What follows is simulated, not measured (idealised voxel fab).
process module | voxel self aligned vias
cross-section cut | 200 nm wide | cells 5 nm
A cross-section is a grid of square cells, given in bands from the top down. A band is one or more rows of cells.
Each band's line starts with the height of the band's top and of its bottom, in nm. Then come its materials from left to right, each with its width in nm. One material with "throughout" fills the band from edge to edge. "air" is empty space.
Height 0 is the level under which the wafer as received is all one material. The lowest band goes on downwards, as in "0 down".
A width such as "30 to 40" changes by the same amount from each row of cells to the next, from the band's top row to its bottom row.
"no change" after a step means that no cell of the cross-section changed.
closed voids: empty space of 8 cells or more with no open way to the top, each as width x height at its distance from the left edge, in nm
after a step's settings: what the simulator itself notes on the step
overlay nm, on a step with a mask: how far to the right of its planned place the mask lay; to the left if negative
plan
1 op RECEIVE | material Si
2 op CONFORMAL_DEP | material SiO2 | thk nm 15
3 op CONFORMAL_DEP | material SiCN | thk nm 5
4 op DIRECTIONAL_DEP | material lowk | thk nm 20
5 op PATTERN | tone open | mask id LINES | material resist | width nm 20 | pitch nm 45 | thk nm 20 | overlay nm 0
6 op DIRECTIONAL_ETCH | etch materials lowk | depth nm 20
7 op STRIP | etch materials resist
8 op CONFORMAL_DEP | material TiN | thk nm 5
9 op FILL_DEP | material Ru | thk nm 10
10 op CMP | height nm 40
11 op SELECTIVE_ETCH | etch materials W Ru TiN | depth nm 10
12 op FILL_DEP | material SiN | thk nm 10
13 op CMP | height nm 40
14 op DIRECTIONAL_DEP | material lowk | thk nm 15
15 op MASKED_ETCH | tone open | mask id VIAS | width nm 30 | pitch nm 90 | etch materials lowk | depth nm 15 | overlay nm 0
16 op MASKED_ETCH | tone open | mask id VIAS | width nm 30 | pitch nm 90 | etch materials SiN | depth nm 10 | overlay nm 0
17 op CONFORMAL_DEP | material TiN | thk nm 5
18 op FILL_DEP | material Ru | thk nm 5
19 op CMP | height nm 55
20 op CONFORMAL_DEP | material SiN | thk nm 5
as received, after step 1
  0 down: Si throughout
  closed voids: none
first wafer at the end, as planned
  60 to 55: SiN throughout
  55 to 45: lowk 40 | TiN 5 | Ru 20 | TiN 5 | lowk 60 | TiN 5 | Ru 20 | TiN 5 | lowk 40
  45 to 40: lowk 40 | TiN 10 | Ru 10 | TiN 10 | lowk 60 | TiN 10 | Ru 10 | TiN 10 | lowk 40
  40 to 35: lowk 45 | TiN 5 | Ru 10 | TiN 5 | lowk 25 | SiN 20 | lowk 25 | TiN 5 | Ru 10 | TiN 5 | lowk 45
  35 to 30: lowk 45 | TiN 20 | lowk 25 | SiN 20 | lowk 25 | TiN 20 | lowk 45
  30 to 25: lowk 45 | TiN 5 | Ru 10 | TiN 5 | lowk 25 | TiN 5 | Ru 10 | TiN 5 | lowk 25 | TiN 5 | Ru 10 | TiN 5 | lowk 45
  25 to 20: lowk 45 | TiN 20 | lowk 25 | TiN 20 | lowk 25 | TiN 20 | lowk 45
  20 to 15: SiCN throughout
  15 to 0: SiO2 throughout
  0 down: Si throughout
  closed voids: none
second wafer at the end: like start, like plan, one mistake
  60 to 55: SiN throughout
  55 to 45: lowk 40 | TiN 5 | Ru 20 | TiN 5 | lowk 60 | TiN 5 | Ru 20 | TiN 5 | lowk 40
  45 to 40: lowk 40 | TiN 10 | Ru 10 | TiN 10 | lowk 60 | TiN 10 | Ru 10 | TiN 10 | lowk 40
  40 to 35: lowk 45 | TiN 5 | Ru 10 | TiN 5 | lowk 25 | SiN 20 | lowk 25 | TiN 5 | Ru 10 | TiN 5 | lowk 45
  35 to 30: lowk 45 | TiN 20 | lowk 25 | SiN 20 | lowk 25 | TiN 20 | lowk 45
  30 to 25: lowk 45 | TiN 5 | Ru 10 | TiN 5 | lowk 25 | TiN 5 | Ru 10 | TiN 5 | lowk 25 | TiN 5 | Ru 10 | TiN 5 | lowk 45
  25 to 20: lowk 45 | TiN 20 | lowk 25 | TiN 20 | lowk 25 | TiN 20 | lowk 45
  20 to 5: SiO2 throughout
  5 to 0: SiCN throughout
  0 down: Si throughout
  closed voids: none
what went wrong: steps 2 and 3 were swapped
at the end the second wafer has, in cells: as many of each material as the first, in other places
